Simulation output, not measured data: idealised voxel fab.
Module name: voxel gate over fins (process module)
It is cross-section cut that appears here, measuring 240 nm in width, its square cells being 5 nm in size.
A cross-section is written here as square cells arranged in a grid, and it is given in bands from the top down, each band taking up one or more rows of cells.
Band entry format. Leading values: height of top, height of bottom, nm. Remainder: materials in left-to-right order, each with its width in nm. Special words: "all across" on a single material, which then fills the band edge to edge; "air", empty space.
Height is counted from the level 0, under which the received wafer is composed throughout of one material. The lowest of the bands is not closed at the bottom but continues downward, in the notation "0 down".
Top row gets the first number, bottom row gets the second, and each row in between changes by the same step: that is how a band width like "30..40" works.
It should be understood that the words "no alterations made", when stated for a given step, signify that the cross-section underwent no change in any of its cells during that step.
Empty spaces counting at least 8 cells and having no open way to the top are listed in "Closed void register". The notation width x height at distance is used for each, the distance being from the left edge and all three values in nm.
Note: text after step settings on the step line = simulator remark on that step.
overlay nm: on a step with a mask, how far right of its planned place the mask lay; negative means left.
THE FOLLOWING LIST GIVES THE PLANNED PROCESS STEPS
1. RECEIVE with material Si
2. CONFORMAL_DEP with material SiN, thk nm 5
3. DIRECTIONAL_DEP with material aC, thk nm 15
4. PATTERN with tone cover, mask id FINS, material resist, width nm 15, pitch nm 50, thk nm 30, overlay nm 0
5. DIRECTIONAL_ETCH with etch materials aC, depth nm 15
6. STRIP with etch materials resist
7. DIRECTIONAL_ETCH with etch materials SiN, depth nm 5
8. DIRECTIONAL_ETCH with etch materials Si, depth nm 35
9. STRIP with etch materials aC
10. OXIDIZE with depth nm 5
11. FILL_DEP with material SiO2, thk nm 15
12. CMP with height nm 5
13. DIRECTIONAL_DEP with material aC, thk nm 10
14. PATTERN with tone open, mask id RAIL, material resist, width nm 15, thk nm 30, overlay nm 0
15. DIRECTIONAL_ETCH with etch materials aC, depth nm 10
16. STRIP with etch materials resist
17. DIRECTIONAL_ETCH with etch materials SiO2, depth nm 35
18. STRIP with etch materials aC
19. CONFORMAL_DEP with material TiN, thk nm 5
20. FILL_DEP with material W, thk nm 5
21. CMP with height nm 5
22. SELECTIVE_ETCH with etch materials W Ru TiN, depth nm 25
23. FILL_DEP with material SiO2, thk nm 5
24. CMP with height nm 5
25. SELECTIVE_ETCH with etch materials SiO2, depth nm 15
26. STRIP with etch materials SiN
27. CONFORMAL_DEP with material HfO2, thk nm 5
28. CONFORMAL_DEP with material TiN, thk nm 5
29. CONFORMAL_DEP with material TiAl, thk nm 5
30. CONFORMAL_DEP with material TiN, thk nm 5
31. FILL_DEP with material W, thk nm 15
32. CMP with height nm 30
33. CONFORMAL_DEP with material SiN, thk nm 10
HERE'S WHAT THE WAFER LOOKED LIKE IN CROSS-SECTION WHEN IT ARRIVED - THAT'S AFTER STEP 1
> 0 down = Si all across
> Closed void register: none
RESULT OF THE MODULE, CROSS-SECTIONED: START PER ABOVE, PLAN PER ABOVE, ONE ERROR IN HOW IT WAS RUN
> 40 to 30 = SiN all across
> 30 to 20 = W all across
> 20 to 15 = 70 of W, then 45 of TiN, then 5 of W, then 45 of TiN, then 75 of W
> 15 to 10 = 70 of W, then 5 of TiN, then 35 of TiAl, then 5 of TiN, then 5 of W, then 5 of TiN, then 35 of TiAl, then 5 of TiN, then 75 of W
> 10 to 5 = 75 of TiN, then 5 of TiAl, then 25 of TiN, then 5 of TiAl, then 15 of TiN, then 5 of TiAl, then 25 of TiN, then 5 of TiAl, then 80 of TiN
> 5 to 0 = 80 of TiAl, then 5 of TiN, then 15 of HfO2, then 5 of TiN, then 25 of TiAl, then 5 of TiN, then 15 of HfO2, then 5 of TiN, then 85 of TiAl
> 0 to -5 = 85 of TiN, then 5 of HfO2, then 5 of Si, then 5 of HfO2, then 35 of TiN, then 5 of HfO2, then 5 of Si, then 5 of HfO2, then 90 of TiN
> -5 to -10 = 90 of HfO2, then 5 of Si, then 45 of HfO2, then 5 of Si, then 95 of HfO2
> -10 to -20 = 90 of SiO2, then 5 of Si, then 45 of SiO2, then 5 of Si, then 95 of SiO2
> -20 to -25 = 80 of W, then 5 of TiN, then 5 of SiO2, then 5 of Si, then 5 of SiO2, then 10 of TiN, then 15 of SiO2, then 10 of TiN, then 5 of SiO2, then 5 of Si, then 5 of SiO2, then 5 of TiN, then 85 of W
> -25 to -30 = 85 of TiN, then 5 of SiO2, then 5 of Si, then 5 of SiO2, then 10 of TiN, then 15 of SiO2, then 10 of TiN, then 5 of SiO2, then 5 of Si, then 5 of SiO2, then 90 of TiN
> -30 to -40 = 90 of SiO2, then 5 of Si, then 45 of SiO2, then 5 of Si, then 95 of SiO2
> -40 down = Si all across
> Closed void register: none
Where did the run depart from the plan? step 14 changed vs plan, executed as PATTERN with tone cover, mask id RAIL, material resist, width nm 15, thk nm 30, overlay nm 0
